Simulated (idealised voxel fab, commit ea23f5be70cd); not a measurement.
Process module name: voxel self aligned contacts
Shown is cross-section cut, with a width of 230 nm and square cells of size 5 nm.
A cross-section is a grid of square cells, given in bands from the top down. A band is one or more rows of cells.
What a band's entry tells you: where the top is and where the bottom is, as heights in nm, and after that what lies inside, material by material from left to right, each with its width in nm. Empty space is written as the word "blank", and a single material marked with the word "edge to edge" occupies the band from edge to edge.
Heights are expressed relative to 0, this being the level below which the as-received wafer comprises one material exclusively. The lowest band is unbounded in the downward direction and is denoted as in "0 down".
Width: "30->40" (first number = top row, second number = bottom row, same change from row to row of cells).
Reading "no change" for a step: not a cell of the cross-section changed in it.
Empty spaces without an open route to the top, at least 8 cells in extent, make up the entry "Enclosed void list"; each is given as width x height at distance, where the distance is measured from the left edge, and all are in nm.
It should be noted that, on the line of a given step, the content following the step's settings is a remark produced by the simulator itself with respect to that step.
What "overlay nm" on a step's line means: if the step has a mask, that mask lay this far to the right of its planned place, or, when the value is negative, to the left.

# The following list gives the planned process steps
1. RECEIVE with material Si
2. OXIDIZE with depth nm 5
3. DIRECTIONAL_DEP with material polySi, thk nm 30
4. DIRECTIONAL_DEP with material SiN, thk nm 20
5. MASKED_ETCH with tone cover, mask id GATE, width nm 25, pitch nm 55, etch materials SiN, depth nm 20, overlay nm 0
6. MASKED_ETCH with tone cover, mask id GATE, width nm 15, pitch nm 55, etch materials polySi, depth nm 30, overlay nm 0
7. CONFORMAL_DEP with material SiN, thk nm 5
8. DIRECTIONAL_ETCH with etch materials SiN, depth nm 5
9. FILL_DEP with material SiO2, thk nm 15
10. CMP with height nm 60
11. PATTERN with tone open, mask id CONTACT, material resist, width nm 40, thk nm 15, overlay nm 0
12. DIRECTIONAL_ETCH with etch materials SiO2, depth nm 65
13. STRIP with etch materials resist
14. CONFORMAL_DEP with material TiN, thk nm 5
15. FILL_DEP with material Ru, thk nm 10
16. CMP with height nm 60
17. CONFORMAL_DEP with material SiCN, thk nm 5
Quick note for whoever runs this: the wafers start identical, but the width nm at step 6 isn't the same across them. The plan just shows what the first wafer had.

# Cross-section: the first of several wafers in its as-received state, i.e. following step 1
* 0 down | Si edge to edge
* Enclosed void list: none

# Take a look at the first of several wafers in cross-section: the module is done, and step 17 was its last step
* 65 to 60 | SiCN edge to edge
* 60 to 50 | SiO2=95, then TiN=5->15, then Ru=30->10, then TiN=5->15, then SiO2=95
* 50 to 30 | SiO2=70, then SiN=35, then TiN=5, then Ru=10, then TiN=5, then SiN=35, then SiO2=70
* 30 to 0 | SiO2=70, then SiN=5, then polySi=25, then SiN=5, then TiN=5, then Ru=10, then TiN=5, then SiN=5, then polySi=25, then SiN=5, then SiO2=70
* 0 to -5 | SiO2=105, then TiN=20, then SiO2=105
* -5 down | Si edge to edge
* Enclosed void list: none

# The final wafer, sectioned at module end
* 65 to 60 | SiCN edge to edge
* 60 to 50 | SiO2=95, then TiN=5->15, then Ru=30->10, then TiN=5->15, then SiO2=95
* 50 to 35 | SiO2=70, then SiN=35, then TiN=5, then Ru=10, then TiN=5, then SiN=35, then SiO2=70
* 35 to 30 | SiO2=70, then SiN=35, then TiN=20, then SiN=35, then SiO2=70
* 30 to 0 | SiO2=65, then SiN=5, then polySi=40, then SiN=5, then TiN=5, then SiN=5, then polySi=40, then SiN=5, then SiO2=60
* 0 to -5 | SiO2=115, then TiN=5, then SiO2=110
* -5 down | Si edge to edge
* Enclosed void list: none

# Below is a per-wafer table. In it, each row describes the wafer at the end of the module by giving, for each material, the number of cells gained (+) or lost (-) since the wafer was received, and after that the closed voids of the wafer
width nm 15; +28 Ru; -46 Si; +46 SiCN; +80 SiN; +398 SiO2; +32 TiN; +60 polySi; Enclosed void list: none
width nm 20; +28 Ru; -46 Si; +46 SiCN; +80 SiN; +398 SiO2; +32 TiN; +60 polySi; Enclosed void list: none
width nm 25; +28 Ru; -46 Si; +46 SiCN; +80 SiN; +398 SiO2; +32 TiN; +60 polySi; Enclosed void list: none
width nm 30; +21 Ru; -46 Si; +46 SiCN; +80 SiN; +393 SiO2; +32 TiN; +72 polySi; Enclosed void list: none
width nm 35; +14 Ru; -46 Si; +46 SiCN; +80 SiN; +388 SiO2; +32 TiN; +84 polySi; Enclosed void list: none
width nm 40; +14 Ru; -46 Si; +46 SiCN; +80 SiN; +383 SiO2; +25 TiN; +96 polySi; Enclosed void list: none
